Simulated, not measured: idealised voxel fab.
process module | voxel transistor to metal
cross-section cut | 215 nm wide | cells 5 nm
A cross-section is a grid of square cells, given in bands from the top down. A band is one or more rows of cells.
Each band's line starts with the height of the band's top and of its bottom, in nm. Then come its materials from left to right, each with its width in nm. One material with "throughout" fills the band from edge to edge. "air" is empty space.
Height 0 is the level under which the wafer as received is all one material. The lowest band goes on downwards, as in "0 down".
A width such as "30 to 40" changes by the same amount from each row of cells to the next, from the band's top row to its bottom row.
"no change" after a step means that no cell of the cross-section changed.
closed voids: empty space of 8 cells or more with no open way to the top, each as width x height at its distance from the left edge, in nm
after a step's settings: what the simulator itself notes on the step
overlay nm, on a step with a mask: how far to the right of its planned place the mask lay; to the left if negative
plan
1 op RECEIVE | material Si
2 op OXIDIZE | depth nm 5
3 op CONFORMAL_DEP | material SiN | thk nm 15
4 op PATTERN | tone cover | mask id ACTIVE | material resist | width nm 100 | thk nm 20 | overlay nm 0
5 op DIRECTIONAL_ETCH | etch materials SiN | depth nm 15
6 op DIRECTIONAL_ETCH | etch materials SiO2 | depth nm 5
7 op DIRECTIONAL_ETCH | etch materials Si | depth nm 20
8 op STRIP | etch materials resist
9 op FILL_DEP | material SiO2 | thk nm 15
10 op CMP | height nm 15
11 op SELECTIVE_ETCH | etch materials SiO2 | depth nm 10
12 op STRIP | etch materials SiN
13 op SELECTIVE_ETCH | etch materials SiO2 | depth nm 5
14 op OXIDIZE | depth nm 5
15 op DIRECTIONAL_DEP | material polySi | thk nm 20
16 op DIRECTIONAL_DEP | material SiCN | thk nm 10
17 op PATTERN | tone cover | mask id GATE | material resist | width nm 20 | thk nm 15 | overlay nm 0
18 op DIRECTIONAL_ETCH | etch materials SiCN | depth nm 20
19 op DIRECTIONAL_ETCH | etch materials polySi | depth nm 30
20 op STRIP | etch materials resist
21 op CONFORMAL_DEP | material SiN | thk nm 5
22 op DIRECTIONAL_ETCH | etch materials SiN | depth nm 5
23 op DIRECTIONAL_ETCH | etch materials SiO2 | depth nm 5
24 op DIRECTIONAL_ETCH | etch materials Si | depth nm 5
25 op EPI | material SiGe | thk nm 5
26 op FILL_DEP | material SiO2 | thk nm 10
27 op CMP | height nm 25
28 op DIRECTIONAL_DEP | material SiO2 | thk nm 15
29 op PATTERN | tone open | mask id CONTACT | material resist | width nm 30 | pitch nm 60 | thk nm 20 | overlay nm 0
30 op DIRECTIONAL_ETCH | etch materials SiO2 | depth nm 50
31 op STRIP | etch materials resist
32 op CONFORMAL_DEP | material TiN | thk nm 5
33 op FILL_DEP | material W | thk nm 5
34 op CMP | height nm 40
35 op DIRECTIONAL_DEP | material TiN | thk nm 5
36 op DIRECTIONAL_DEP | material Ru | thk nm 20
37 op PATTERN | tone cover | mask id METAL_1 | material resist | width nm 15 | pitch nm 75 | thk nm 15 | overlay nm -15
38 op DIRECTIONAL_ETCH | etch materials Ru | depth nm 20
39 op DIRECTIONAL_ETCH | etch materials TiN | depth nm 5
40 op STRIP | etch materials resist
41 op FILL_DEP | material lowk | thk nm 10
42 op CMP | height nm 65
43 op CONFORMAL_DEP | material SiN | thk nm 5
varied across the wafers: overlay nm of step 37. The plan shows the first wafer's value. All wafers start alike
first wafer as received, after step 1
  0 down: Si throughout
  closed voids: none
each wafer at the end: cells of each material gained (+) or lost (-) since it was received, then its closed voids
overlay nm -15 | +24 Ru | -169 Si | +8 SiCN | +16 SiGe | +57 SiN | +341 SiO2 | +54 TiN | +70 W | +185 lowk | +16 polySi | closed voids: none
overlay nm -10 | +24 Ru | -169 Si | +8 SiCN | +16 SiGe | +57 SiN | +341 SiO2 | +54 TiN | +70 W | +185 lowk | +16 polySi | closed voids: none
overlay nm -5 | +24 Ru | -169 Si | +8 SiCN | +16 SiGe | +57 SiN | +341 SiO2 | +54 TiN | +70 W | +185 lowk | +16 polySi | closed voids: none
overlay nm 0 | +24 Ru | -169 Si | +8 SiCN | +16 SiGe | +57 SiN | +341 SiO2 | +54 TiN | +70 W | +185 lowk | +16 polySi | closed voids: none
overlay nm 5 | +24 Ru | -169 Si | +8 SiCN | +16 SiGe | +57 SiN | +341 SiO2 | +54 TiN | +70 W | +185 lowk | +16 polySi | closed voids: none
overlay nm 10 | +24 Ru | -169 Si | +8 SiCN | +16 SiGe | +57 SiN | +341 SiO2 | +54 TiN | +70 W | +185 lowk | +16 polySi | closed voids: none
overlay nm 15 | +24 Ru | -169 Si | +8 SiCN | +16 SiGe | +57 SiN | +341 SiO2 | +54 TiN | +70 W | +185 lowk | +16 polySi | closed voids: none
